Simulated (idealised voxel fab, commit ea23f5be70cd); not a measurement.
Documented hereafter: the process module known as voxel transistor to metal.
Section cut is 270 nm wide and gridded with 5 nm square cells.
Heads up, the way a cross-section reads in here is a grid of square cells, handed over as bands from the top down, with every band being one or more rows of cells. Band: top and bottom heights (nm) first, top before bottom; then materials from left to right, widths in nm. "edge to edge" marks a sole material filling the band edge to edge. "empty" denotes empty space. Where do heights start? At 0: under that level the wafer as delivered is made of one material only. And the lowest band has no floor; it just carries on downward, as in "top 0, no bottom". A width given as "30..40" starts at the first number in the band's top row and ends at the second number in its bottom row, shifting by an equal amount at every step from row to row. Key: "nothing changed" - step with no changed cell in the cross-section. The label "Fully sealed voids" introduces a list of the empty spaces, 8 cells or larger, that have no open way up to the top; each entry in it reads width x height at distance, where the distance is taken from the left edge and all three are stated in nm. Past the settings on a step's line: simulator remark, on that step. What "overlay nm" on a step's line means: if the step has a mask, that mask lay this far to the right of its planned place, or, when the value is negative, to the left.
Here's what the planned process steps look like
1 RECEIVE | material Si
2 CONFORMAL_DEP | material SiO2 | thk nm 5
3 CONFORMAL_DEP | material SiN | thk nm 15
4 PATTERN | tone cover | mask id ACTIVE | material resist | width nm 100 | pitch nm 130 | thk nm 20 | overlay nm 0
5 DIRECTIONAL_ETCH | etch materials SiN | depth nm 15
6 DIRECTIONAL_ETCH | etch materials SiO2 | depth nm 5
7 DIRECTIONAL_ETCH | etch materials Si | depth nm 30
8 STRIP | etch materials resist
9 OXIDIZE | depth nm 5
10 FILL_DEP | material SiO2 | thk nm 5
11 CMP | height nm 20
12 SELECTIVE_ETCH | etch materials SiO2 | depth nm 15
13 STRIP | etch materials SiN
14 SELECTIVE_ETCH | etch materials SiO2 | depth nm 5
15 OXIDIZE | depth nm 5
16 DIRECTIONAL_DEP | material polySi | thk nm 25
17 DIRECTIONAL_DEP | material SiCN | thk nm 10
18 MASKED_ETCH | tone cover | mask id GATE | width nm 20 | pitch nm 130 | etch materials SiCN | depth nm 20 | overlay nm 0
19 MASKED_ETCH | tone cover | mask id GATE | width nm 20 | pitch nm 130 | etch materials polySi | depth nm 35 | overlay nm 0
20 CONFORMAL_DEP | material SiO2 | thk nm 5
21 DIRECTIONAL_ETCH | etch materials SiO2 | depth nm 5
22 CONFORMAL_DEP | material SiN | thk nm 5
23 DIRECTIONAL_ETCH | etch materials SiN | depth nm 5
24 DIRECTIONAL_ETCH | etch materials SiO2 | depth nm 5
25 DIRECTIONAL_ETCH | etch materials Si | depth nm 15
26 EPI | material pSi | thk nm 20
27 FILL_DEP | material SiO2 | thk nm 5
28 CMP | height nm 35
29 DIRECTIONAL_DEP | material SiO2 | thk nm 15
30 MASKED_ETCH | tone open | mask id CONTACT | width nm 15 | etch materials SiO2 | depth nm 50 | overlay nm 0
31 CONFORMAL_DEP | material TiN | thk nm 5
32 FILL_DEP | material Ru | thk nm 10
33 CMP | height nm 50
34 CONFORMAL_DEP | material SiN | thk nm 5
35 DIRECTIONAL_DEP | material lowk | thk nm 15
36 PATTERN | tone open | mask id METAL_1 | material resist | width nm 15 | thk nm 20 | overlay nm 0
37 DIRECTIONAL_ETCH | etch materials lowk | depth nm 15
38 DIRECTIONAL_ETCH | etch materials SiN | depth nm 5
39 STRIP | etch materials resist
40 CONFORMAL_DEP | material TiN | thk nm 5
41 FILL_DEP | material W | thk nm 5
42 CMP | height nm 70
43 EPI | material Ru | thk nm 5
44 FILL_DEP | material SiCN | thk nm 5
The value of thk nm given for step 34 in the plan refers to the first wafer; the wafers vary in this setting and are alike at the start.
Here's the first of the wafers in cross-section, just as we got it, i.e. after step 1
    top 0, no bottom = Si edge to edge
    Fully sealed voids: none
wafer rows; end of module; cells per material since receipt: (+) gained, (-) lost; then closed voids
thk nm 5; +44 Ru; -222 Si; +104 SiCN; +70 SiN; +450 SiO2; +108 TiN; +12 W; +126 lowk; +132 pSi; +40 polySi; Fully sealed voids: none
thk nm 10; +44 Ru; -222 Si; +104 SiCN; +124 SiN; +450 SiO2; +100 TiN; +8 W; +84 lowk; +132 pSi; +40 polySi; Fully sealed voids: none
thk nm 15; +44 Ru; -222 Si; +104 SiCN; +178 SiN; +450 SiO2; +92 TiN; +4 W; +42 lowk; +132 pSi; +40 polySi; Fully sealed voids: none
thk nm 20; +44 Ru; -222 Si; +104 SiCN; +232 SiN; +450 SiO2; +84 TiN; +132 pSi; +40 polySi; Fully sealed voids: none
